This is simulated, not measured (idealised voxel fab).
process module | voxel self aligned vias
cross-section cut | 285 nm wide | cells 5 nm
A cross-section is a grid of square cells, given in bands from the top down. A band is one or more rows of cells.
Each band's line starts with the height of the band's top and of its bottom, in nm. Then come its materials from left to right, each with its width in nm. One material with "throughout" fills the band from edge to edge. "air" is empty space.
Height 0 is the level under which the wafer as received is all one material. The lowest band goes on downwards, as in "0 down".
A width such as "30 to 40" changes by the same amount from each row of cells to the next, from the band's top row to its bottom row.
"no change" after a step means that no cell of the cross-section changed.
closed voids: empty space of 8 cells or more with no open way to the top, each as width x height at its distance from the left edge, in nm
after a step's settings: what the simulator itself notes on the step
overlay nm, on a step with a mask: how far to the right of its planned place the mask lay; to the left if negative
plan
1 op RECEIVE | material Si
2 op CONFORMAL_DEP | material SiO2 | thk nm 15
3 op CONFORMAL_DEP | material SiCN | thk nm 5
4 op DIRECTIONAL_DEP | material lowk | thk nm 25
5 op MASKED_ETCH | tone open | mask id LINES | width nm 30 | pitch nm 60 | etch materials lowk | depth nm 25 | overlay nm 0
6 op CONFORMAL_DEP | material TiN | thk nm 5
7 op FILL_DEP | material W | thk nm 10
8 op CMP | height nm 45
9 op SELECTIVE_ETCH | etch materials W Ru TiN | depth nm 5
10 op FILL_DEP | material SiN | thk nm 5
11 op CMP | height nm 45
12 op DIRECTIONAL_DEP | material lowk | thk nm 20
13 op MASKED_ETCH | tone open | mask id VIAS | width nm 40 | pitch nm 60 | etch materials lowk | depth nm 20 | overlay nm 0
14 op MASKED_ETCH | tone open | mask id VIAS | width nm 40 | pitch nm 60 | etch materials SiN | depth nm 5 | overlay nm 0
15 op CONFORMAL_DEP | material TiN | thk nm 5
16 op FILL_DEP | material Cu | thk nm 5
17 op CMP | height nm 65
18 op CONFORMAL_DEP | material SiCN | thk nm 5
as received, after step 1
  0 down: Si throughout
  closed voids: none
first wafer at the end, as planned
  70 to 65: SiCN throughout
  65 to 50: lowk 60 | TiN 5 | Cu 30 | TiN 5 | lowk 20 | TiN 5 | Cu 30 | TiN 5 | lowk 20 | TiN 5 | Cu 30 | TiN 5 | lowk 65
  50 to 45: lowk 60 | TiN 10 | Cu 20 | TiN 10 | lowk 20 | TiN 10 | Cu 20 | TiN 10 | lowk 20 | TiN 10 | Cu 20 | TiN 10 | lowk 65
  45 to 40: lowk 65 | TiN 30 | lowk 30 | TiN 30 | lowk 30 | TiN 30 | lowk 70
  40 to 25: lowk 65 | TiN 5 | W 20 | TiN 5 | lowk 30 | TiN 5 | W 20 | TiN 5 | lowk 30 | TiN 5 | W 20 | TiN 5 | lowk 70
  25 to 20: lowk 65 | TiN 30 | lowk 30 | TiN 30 | lowk 30 | TiN 30 | lowk 70
  20 to 15: SiCN throughout
  15 to 0: SiO2 throughout
  0 down: Si throughout
  closed voids: none
second wafer at the end: like start, like plan, one mistake
  70 to 65: TiN throughout
  65 to 50: lowk 60 | TiN 5 | Cu 30 | TiN 5 | lowk 20 | TiN 5 | Cu 30 | TiN 5 | lowk 20 | TiN 5 | Cu 30 | TiN 5 | lowk 65
  50 to 45: lowk 60 | TiN 10 | Cu 20 | TiN 10 | lowk 20 | TiN 10 | Cu 20 | TiN 10 | lowk 20 | TiN 10 | Cu 20 | TiN 10 | lowk 65
  45 to 40: lowk 65 | TiN 30 | lowk 30 | TiN 30 | lowk 30 | TiN 30 | lowk 70
  40 to 25: lowk 65 | TiN 5 | W 20 | TiN 5 | lowk 30 | TiN 5 | W 20 | TiN 5 | lowk 30 | TiN 5 | W 20 | TiN 5 | lowk 70
  25 to 20: lowk 65 | TiN 30 | lowk 30 | TiN 30 | lowk 30 | TiN 30 | lowk 70
  20 to 15: SiCN throughout
  15 to 0: SiO2 throughout
  0 down: Si throughout
  closed voids: none
what went wrong: step 18 ran as: op CONFORMAL_DEP | material TiN | thk nm 5
at the end the second wafer has, in cells: 57 fewer of SiCN | 57 more of TiN
